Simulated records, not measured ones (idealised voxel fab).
process module | voxel transistor to metal
cross-section cut | 275 nm wide | cells 5 nm
A cross-section is a grid of square cells, given in bands from the top down. A band is one or more rows of cells.
Each band's line starts with the height of the band's top and of its bottom, in nm. Then come its materials from left to right, each with its width in nm. One material with "throughout" fills the band from edge to edge. "air" is empty space.
Height 0 is the level under which the wafer as received is all one material. The lowest band goes on downwards, as in "0 down".
A width such as "30 to 40" changes by the same amount from each row of cells to the next, from the band's top row to its bottom row.
"no change" after a step means that no cell of the cross-section changed.
closed voids: empty space of 8 cells or more with no open way to the top, each as width x height at its distance from the left edge, in nm
after a step's settings: what the simulator itself notes on the step
overlay nm, on a step with a mask: how far to the right of its planned place the mask lay; to the left if negative
plan
1 op RECEIVE | material Si
2 op OXIDIZE | depth nm 5
3 op CONFORMAL_DEP | material SiN | thk nm 15
4 op MASKED_ETCH | tone cover | mask id ACTIVE | width nm 105 | pitch nm 125 | etch materials SiN | depth nm 15 | overlay nm 0
5 op MASKED_ETCH | tone cover | mask id ACTIVE | width nm 105 | pitch nm 125 | etch materials SiO2 | depth nm 5 | overlay nm 0
6 op MASKED_ETCH | tone cover | mask id ACTIVE | width nm 105 | pitch nm 125 | etch materials Si | depth nm 20 | overlay nm 0
7 op FILL_DEP | material SiO2 | thk nm 10
8 op CMP | height nm 15
9 op SELECTIVE_ETCH | etch materials SiO2 | depth nm 5
10 op STRIP | etch materials SiN
11 op SELECTIVE_ETCH | etch materials SiO2 | depth nm 5
12 op OXIDIZE | depth nm 5
13 op DIRECTIONAL_DEP | material polySi | thk nm 20
14 op DIRECTIONAL_DEP | material SiCN | thk nm 15
15 op DIRECTIONAL_DEP | material aC | thk nm 10
16 op PATTERN | tone cover | mask id GATE | material resist | width nm 25 | pitch nm 125 | thk nm 30 | overlay nm 0
17 op DIRECTIONAL_ETCH | etch materials aC | depth nm 10
18 op STRIP | etch materials resist
19 op DIRECTIONAL_ETCH | etch materials SiCN | depth nm 25
20 op DIRECTIONAL_ETCH | etch materials polySi | depth nm 30
21 op STRIP | etch materials aC
22 op CONFORMAL_DEP | material SiN | thk nm 10
23 op DIRECTIONAL_ETCH | etch materials SiN | depth nm 10
24 op DIRECTIONAL_ETCH | etch materials SiO2 | depth nm 5
25 op DIRECTIONAL_ETCH | etch materials Si | depth nm 10
26 op EPI | material nSi | thk nm 10
27 op FILL_DEP | material SiO2 | thk nm 5
28 op CMP | height nm 15
29 op STRIP | etch materials polySi
30 op SELECTIVE_ETCH | etch materials SiO2 | depth nm 5
31 op CONFORMAL_DEP | material HfO2 | thk nm 5
32 op CONFORMAL_DEP | material TiN | thk nm 5
33 op FILL_DEP | material W | thk nm 5
34 op CMP | height nm 10
35 op DIRECTIONAL_DEP | material SiO2 | thk nm 15
36 op DIRECTIONAL_DEP | material aC | thk nm 15
37 op PATTERN | tone open | mask id CONTACT | material resist | width nm 20 | thk nm 30 | overlay nm 0
38 op DIRECTIONAL_ETCH | etch materials aC | depth nm 15
39 op STRIP | etch materials resist
40 op DIRECTIONAL_ETCH | etch materials SiO2 | depth nm 35
41 op STRIP | etch materials aC
42 op CONFORMAL_DEP | material TiN | thk nm 5
43 op FILL_DEP | material W | thk nm 10
44 op CMP | height nm 25
45 op DIRECTIONAL_DEP | material TiN | thk nm 5
46 op DIRECTIONAL_DEP | material Ru | thk nm 15
47 op PATTERN | tone cover | mask id METAL_1 | material resist | width nm 20 | thk nm 15 | overlay nm 0
48 op DIRECTIONAL_ETCH | etch materials Ru | depth nm 15
49 op DIRECTIONAL_ETCH | etch materials TiN | depth nm 5
50 op STRIP | etch materials resist
51 op FILL_DEP | material SiO2 | thk nm 5
52 op CMP | height nm 45
53 op CONFORMAL_DEP | material SiCN | thk nm 5
as received, after step 1
  0 down: Si throughout
  closed voids: none
first wafer at the end, as planned
  50 to 45: SiCN throughout
  45 to 30: SiO2 25 | Ru 20 | SiO2 55 | Ru 20 | SiO2 30 | Ru 20 | SiO2 55 | Ru 20 | SiO2 30
  30 to 25: SiO2 25 | TiN 20 | SiO2 55 | TiN 20 | SiO2 30 | TiN 20 | SiO2 55 | TiN 20 | SiO2 30
  25 to 10: SiO2 25 | TiN 5 | W 10 | TiN 5 | SiO2 55 | TiN 5 | W 10 | TiN 5 | SiO2 30 | TiN 5 | W 10 | TiN 5 | SiO2 55 | TiN 5 | W 10 | TiN 5 | SiO2 30
  10 to 5: SiO2 25 | TiN 5 | W 10 | TiN 5 | SiO2 5 | SiN 10 | HfO2 5 | TiN 5 | W 5 | TiN 5 | HfO2 5 | SiN 10 | SiO2 5 | TiN 5 | W 10 | TiN 5 | SiO2 30 | TiN 5 | W 10 | TiN 5 | SiO2 5 | SiN 10 | HfO2 5 | TiN 5 | W 5 | TiN 5 | HfO2 5 | SiN 10 | SiO2 5 | TiN 5 | W 10 | TiN 5 | SiO2 30
  5 to 0: SiO2 15 | SiN 10 | TiN 20 | SiO2 5 | SiN 10 | HfO2 5 | TiN 5 | W 5 | TiN 5 | HfO2 5 | SiN 10 | SiO2 5 | TiN 20 | SiN 10 | SiO2 10 | SiN 10 | TiN 20 | SiO2 5 | SiN 10 | HfO2 5 | TiN 5 | W 5 | TiN 5 | HfO2 5 | SiN 10 | SiO2 5 | TiN 20 | SiN 10 | SiO2 20
  0 to -5: SiO2 15 | SiN 10 | nSi 10 | TiN 5 | nSi 10 | SiN 10 | HfO2 5 | TiN 15 | HfO2 5 | SiN 10 | nSi 10 | TiN 5 | nSi 10 | SiN 10 | SiO2 10 | SiN 10 | nSi 10 | TiN 5 | nSi 10 | SiN 10 | HfO2 5 | TiN 15 | HfO2 5 | SiN 10 | nSi 10 | TiN 5 | nSi 10 | SiN 10 | SiO2 20
  -5 to -10: SiO2 25 | nSi 10 | TiN 5 | nSi 10 | SiO2 5 | HfO2 35 | SiO2 5 | nSi 10 | TiN 5 | nSi 10 | SiO2 30 | nSi 10 | TiN 5 | nSi 10 | SiO2 5 | HfO2 35 | SiO2 5 | nSi 10 | TiN 5 | nSi 10 | SiO2 30
  -10 to -20: SiO2 20 | Si 5 | nSi 25 | Si 45 | nSi 25 | Si 5 | SiO2 20 | Si 5 | nSi 25 | Si 45 | nSi 25 | Si 5 | SiO2 25
  -20 to -25: SiO2 20 | Si 105 | SiO2 20 | Si 105 | SiO2 25
  -25 down: Si throughout
  closed voids: none
second wafer at the end: like start, like plan, one mistake
  50 to 45: SiCN throughout
  45 to 30: SiO2 25 | Ru 20 | SiO2 55 | Ru 20 | SiO2 30 | Ru 20 | SiO2 55 | Ru 20 | SiO2 30
  30 to 25: SiO2 25 | TiN 20 | SiO2 55 | TiN 20 | SiO2 30 | TiN 20 | SiO2 55 | TiN 20 | SiO2 30
  25 to 10: SiO2 25 | TiN 5 | W 10 | TiN 5 | SiO2 55 | TiN 5 | W 10 | TiN 5 | SiO2 30 | TiN 5 | W 10 | TiN 5 | SiO2 55 | TiN 5 | W 10 | TiN 5 | SiO2 30
  10 to 5: SiO2 25 | TiN 5 | W 10 | TiN 5 | SiO2 5 | SiN 10 | HfO2 5 | TiN 15 | HfO2 5 | SiN 10 | SiO2 5 | TiN 5 | W 10 | TiN 5 | SiO2 30 | TiN 5 | W 10 | TiN 5 | SiO2 5 | SiN 10 | HfO2 5 | TiN 15 | HfO2 5 | SiN 10 | SiO2 5 | TiN 5 | W 10 | TiN 5 | SiO2 30
  5 to 0: SiO2 15 | SiN 10 | TiN 5 | W 10 | TiN 5 | SiO2 10 | HfO2 35 | SiO2 10 | TiN 5 | W 10 | TiN 5 | SiN 10 | SiO2 10 | SiN 10 | TiN 5 | W 10 | TiN 5 | SiO2 10 | HfO2 35 | SiO2 10 | TiN 5 | W 10 | TiN 5 | SiN 10 | SiO2 20
  0 to -5: SiO2 5 | nSi 10 | SiN 10 | TiN 20 | SiO2 55 | TiN 20 | SiN 10 | nSi 10 | SiN 10 | TiN 20 | SiO2 55 | TiN 20 | SiN 10 | nSi 10 | SiO2 10
  -5 to -10: SiO2 5 | nSi 10 | SiO2 10 | TiN 5 | Si 85 | TiN 5 | SiO2 10 | nSi 10 | SiO2 10 | TiN 5 | Si 85 | TiN 5 | SiO2 10 | nSi 10 | SiO2 10
  -10 to -20: nSi 15 | Si 115 | nSi 10 | Si 115 | nSi 20
  -20 down: Si throughout
  closed voids: none
what went wrong: step 4 ran as: op MASKED_ETCH | tone open | mask id ACTIVE | width nm 105 | pitch nm 125 | etch materials SiN | depth nm 15 | overlay nm 0
at the end the second wafer has, in cells: 8 fewer of HfO2 | 95 more of Si | 16 fewer of SiN | 29 fewer of SiO2 | 4 fewer of TiN | 4 more of W | 42 fewer of nSi
